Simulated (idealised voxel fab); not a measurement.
Name of the process module below: voxel fin reveal
For reference, the cross-section in this document is cut, with width 215 nm and square cells of 5 nm.
How to read a cross-section here: the picture is a grid of square cells, written as bands going from the top down, and any band can span one or more rows of cells. For a band, the entry starts with two heights in nm, that of the top and then that of the bottom, and carries on with the band's materials in order from left to right, each alongside its width in nm; the word "throughout" beside a single material means it fills the band edge to edge, and "blank" means empty space. Heights are reckoned from 0. Under this level, the received wafer is all of one material. The bottommost band is open-ended downward, for example "0 -> down". A width given as "30..40" starts at the first number in the band's top row and ends at the second number in its bottom row, shifting by an equal amount at every step from row to row. It should be understood that the words "remains unaltered", when stated for a given step, signify that the cross-section underwent no change in any of its cells during that step. The entry titled "Cavities, sealed" provides the empty spaces that have no open way to the top, restricted to those of 8 cells or more. Each is presented as width x height at distance, the distance being measured from the left edge, with all three in nm. What comes after the settings on a step's line is commentary from the simulator itself on that step. overlay nm: mask right of planned place by this much (step with mask). Neg. = left.
[Planned process steps]
1: RECEIVE, material Si
2: CONFORMAL_DEP, material SiN, thk nm 10
3: MASKED_ETCH, tone cover, mask id FINS, width nm 15, pitch nm 45, etch materials SiN, depth nm 10, overlay nm 0
4: MASKED_ETCH, tone cover, mask id FINS, width nm 15, pitch nm 45, etch materials Si, depth nm 30, overlay nm 0
5: OXIDIZE, depth nm 5
6: FILL_DEP, material SiO2, thk nm 15
7: CMP, height nm 10
8: SELECTIVE_ETCH, etch materials SiO2, depth nm 20
9: STRIP, etch materials SiN
[So, the first of our two wafers, run just as we planned it]
[So this is the incoming wafer in cross-section - it's already been through step 1]
  0 -> down | Si throughout
  Cavities, sealed: none
[Once step 2 is through, the wafer looks like this in cross-section]
  10 -> 0 | SiN throughout
  Whatever lies below 0 is exactly as it was before.
[Once step 3 is through, the wafer looks like this in cross-section]
  10 -> 0 | 75 of blank / 15 of SiN / 30 of blank / 15 of SiN / 80 of blank
  Whatever lies below 0 is exactly as it was before.
[Once step 4 is through, the wafer looks like this in cross-section]
  10 -> 0 | 75 of blank / 15 of SiN / 30 of blank / 15 of SiN / 80 of blank
  0 -> -30 | 75 of blank / 15 of Si / 30 of blank / 15 of Si / 80 of blank
  Whatever lies below -30 is exactly as it was before.
[Once step 5 is through, the wafer looks like this in cross-section]
  10 -> 0 | 75 of blank / 15 of SiN / 30 of blank / 15 of SiN / 80 of blank
  0 -> -30 | 75 of blank / 5 of SiO2 / 5 of Si / 5 of SiO2 / 30 of blank / 5 of SiO2 / 5 of Si / 5 of SiO2 / 80 of blank
  -30 -> -35 | 80 of SiO2 / 5 of Si / 40 of SiO2 / 5 of Si / 85 of SiO2
  Whatever lies below -35 is exactly as it was before.
[Once step 6 is through, the wafer looks like this in cross-section]
  25 -> 10 | SiO2 throughout
  10 -> 0 | 75 of SiO2 / 15 of SiN / 30 of SiO2 / 15 of SiN / 80 of SiO2
  0 -> -35 | 80 of SiO2 / 5 of Si / 40 of SiO2 / 5 of Si / 85 of SiO2
  Whatever lies below -35 is exactly as it was before.
[Once step 7 is through, the wafer looks like this in cross-section]
  10 -> 0 | 75 of SiO2 / 15 of SiN / 30 of SiO2 / 15 of SiN / 80 of SiO2
  Whatever lies below 0 is exactly as it was before.
[Once step 8 is through, the wafer looks like this in cross-section]
  10 -> 0 | 75 of blank / 15 of SiN / 30 of blank / 15 of SiN / 80 of blank
  0 -> -10 | 80 of blank / 5 of Si / 40 of blank / 5 of Si / 85 of blank
  Whatever lies below -10 is exactly as it was before.
[Once step 9 is through, the wafer looks like this in cross-section]
  0 -> -10 | 80 of blank / 5 of Si / 40 of blank / 5 of Si / 85 of blank
  Whatever lies below -10 is exactly as it was before.
[Second of two: same start, same plan, one run error; steps up to and including 2 match the first]
[Second wafer, section view, time point: scheduled end of step 3]
  10 -> 0 | 75 of SiN / 15 of blank / 30 of SiN / 15 of blank / 80 of SiN
  Whatever lies below 0 is exactly as it was before.
Second wafer, section view, time point: scheduled end of step 4: remains unaltered
[Second wafer, section view, time point: scheduled end of step 5]
  10 -> 0 | 75 of SiN / 15 of blank / 30 of SiN / 15 of blank / 80 of SiN
  0 -> -5 | 70 of Si / 25 of SiO2 / 20 of Si / 25 of SiO2 / 75 of Si
  Whatever lies below -5 is exactly as it was before.
[Second wafer, section view, time point: scheduled end of step 6]
  25 -> 10 | SiO2 throughout
  10 -> 0 | 75 of SiN / 15 of SiO2 / 30 of SiN / 15 of SiO2 / 80 of SiN
  Whatever lies below 0 is exactly as it was before.
[Second wafer, section view, time point: scheduled end of step 7]
  10 -> 0 | 75 of SiN / 15 of SiO2 / 30 of SiN / 15 of SiO2 / 80 of SiN
  Whatever lies below 0 is exactly as it was before.
[Second wafer, section view, time point: scheduled end of step 8]
  10 -> 0 | 75 of SiN / 15 of blank / 30 of SiN / 15 of blank / 80 of SiN
  0 -> -5 | 70 of Si / 25 of blank / 20 of Si / 25 of blank / 75 of Si
  Whatever lies below -5 is exactly as it was before.
[Second wafer, section view, time point: scheduled end of step 9]
  0 -> -5 | 70 of Si / 25 of blank / 20 of Si / 25 of blank / 75 of Si
  Whatever lies below -5 is exactly as it was before.
What went wrong in running the wafer? step 3 did not happen as planned, as run it was MASKED_ETCH, tone open, mask id FINS, width nm 15, pitch nm 45, etch materials SiN, depth nm 10, overlay nm 0
Upon completion, the second wafer contains, in terms of cells, a greater or smaller amount of certain materials than the first wafer: Si +277; SiO2 -205
